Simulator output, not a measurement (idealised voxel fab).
Module name: voxel self aligned contacts (process module)
The width of the displayed cross-section, cut, is 200 nm; its cells are square, with a size of 5 nm.
Notation: cross-section as square-cell grid; stated in bands, top first, going down; one or more cell rows per band.
The band entry comprises the height of the band's top followed by the height of its bottom, expressed in nm, and subsequently the band's materials from left to right, each stated together with its width in nm. Where a single material is marked with the word "edge to edge", that material fills the band from edge to edge. The word "empty" represents empty space.
Heights are expressed relative to 0, this being the level below which the as-received wafer comprises one material exclusively. The lowest band is unbounded in the downward direction and is denoted as in "top 0, no bottom".
Per-row width for "30 to 40": begins at first number (top row of band), ends at second number (bottom row), increment between rows held constant.
"stayed the same" -> step changed no cross-section cell.
"Closed void list" - sealed voids, min. 8 cells, no opening to top; format: width x height at distance (distance from left edge; nm throughout).
On a step's line, text after the settings is the simulator commenting on that step.
What "overlay nm" on a step's line means: if the step has a mask, that mask lay this far to the right of its planned place, or, when the value is negative, to the left.
This section lists the process steps that were planned:
1) RECEIVE | material Si
2) CONFORMAL_DEP | material SiO2 | thk nm 5
3) DIRECTIONAL_DEP | material polySi | thk nm 25
4) DIRECTIONAL_DEP | material SiN | thk nm 20
5) DIRECTIONAL_DEP | material aC | thk nm 15
6) PATTERN | tone cover | mask id GATE | material resist | width nm 35 | pitch nm 70 | thk nm 35 | overlay nm 0
7) DIRECTIONAL_ETCH | etch materials aC | depth nm 15
8) STRIP | etch materials resist
9) DIRECTIONAL_ETCH | etch materials SiN | depth nm 20
10) DIRECTIONAL_ETCH | etch materials polySi | depth nm 25
11) STRIP | etch materials aC
12) CONFORMAL_DEP | material SiN | thk nm 10
13) DIRECTIONAL_ETCH | etch materials SiN | depth nm 10
14) FILL_DEP | material SiO2 | thk nm 10
15) CMP | height nm 55
16) PATTERN | tone open | mask id CONTACT | material resist | width nm 55 | thk nm 15 | overlay nm 0
17) DIRECTIONAL_ETCH | etch materials SiO2 | depth nm 55
18) STRIP | etch materials resist
19) CONFORMAL_DEP | material TiN | thk nm 5
20) FILL_DEP | material W | thk nm 5
21) CMP | height nm 55
22) CONFORMAL_DEP | material SiN | thk nm 5
Here's what the wafer looked like in cross-section when it arrived - that's after step 1:
* top 0, no bottom: Si edge to edge
* Closed void list: none
Cross-section at module end, one run error; start and plan unchanged from above:
* top 60, bottom 55: SiN edge to edge
* top 55, bottom 50: SiO2: 70, then TiN: 55, then SiO2: 75
* top 50, bottom 30: SiN: 55, then SiO2: 15, then SiN: 55, then SiO2: 15, then SiN: 60
* top 30, bottom 5: polySi: 45, then SiN: 10, then SiO2: 15, then SiN: 10, then polySi: 35, then SiN: 10, then SiO2: 15, then SiN: 10, then polySi: 50
* top 5, bottom 0: SiO2 edge to edge
* top 0, no bottom: Si edge to edge
* Closed void list: none
What broke from the plan during processing? so step 6 ended up running with a different setting than we planned, it ran as PATTERN | tone open | mask id GATE | material resist | width nm 35 | pitch nm 70 | thk nm 35 | overlay nm 0
